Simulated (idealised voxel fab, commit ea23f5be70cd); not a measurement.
Process module name: voxel ribs on slabs
Each square cell in cross-section cut measures 5 nm, and the section as a whole is 155 nm wide.
How to read a cross-section here: the picture is a grid of square cells, written as bands going from the top down, and any band can span one or more rows of cells.
What a band's entry tells you: where the top is and where the bottom is, as heights in nm, and after that what lies inside, material by material from left to right, each with its width in nm. Empty space is written as the word "blank", and a single material marked with the word "edge to edge" occupies the band from edge to edge.
All heights in this document are referenced to 0, defined as the level beneath which the wafer, as received, consists entirely of one material. The lowest band is not bounded below; it extends indefinitely downward and is written in the form "top 0, no bottom".
Width: "30..40" (first number = top row, second number = bottom row, same change from row to row of cells).
For the purposes of this document, the phrase "no change" attached to a step denotes that no cell within the cross-section was modified by that step.
You'll see "Trapped cavities" listing empty spaces that have no way open to the top, as long as they're 8 cells or more; the notation is width x height at distance, where the distance is from the left edge, and all of it is in nm.
On a step's line, text after the settings is the simulator commenting on that step.
overlay nm: where the mask lay relative to plan, measured to the right, on steps with a mask; negatives go left.

**This section lists the process steps that were planned**
step 1: RECEIVE | material Si
step 2: DIRECTIONAL_DEP | material SiO2 | thk nm 25
step 3: DIRECTIONAL_DEP | material SiN | thk nm 20
step 4: PATTERN | tone cover | mask id RIB | material resist | width nm 15 | thk nm 20 | overlay nm 0
step 5: DIRECTIONAL_ETCH | etch materials SiN | depth nm 10
step 6: STRIP | etch materials resist
step 7: MASKED_ETCH | tone cover | mask id SLAB | width nm 60 | etch materials SiN | depth nm 10 | overlay nm 0
step 8: FILL_DEP | material SiO2 | thk nm 25
step 9: CMP | height nm 60
step 10: DIRECTIONAL_DEP | material TiN | thk nm 5
step 11: MASKED_ETCH | tone cover | mask id HEATER | width nm 30 | etch materials TiN | depth nm 5 | overlay nm 0
step 12: CONFORMAL_DEP | material SiO2 | thk nm 5
Wafers differ in width nm at step 4; plan lists the first wafer's value; identical starting state.

**First of several wafers, received after step 1, in cross-section**
    top 0, no bottom  Si edge to edge
    Trapped cavities: none

**Where each wafer stands at the end of the module, a row apiece: cells of each material gained (+) or lost (-) since it was received, then closed voids**
width nm 15; +30 SiN; +375 SiO2; +6 TiN; Trapped cavities: none
width nm 20; +32 SiN; +373 SiO2; +6 TiN; Trapped cavities: none
width nm 25; +34 SiN; +371 SiO2; +6 TiN; Trapped cavities: none
width nm 30; +36 SiN; +369 SiO2; +6 TiN; Trapped cavities: none
width nm 35; +38 SiN; +367 SiO2; +6 TiN; Trapped cavities: none
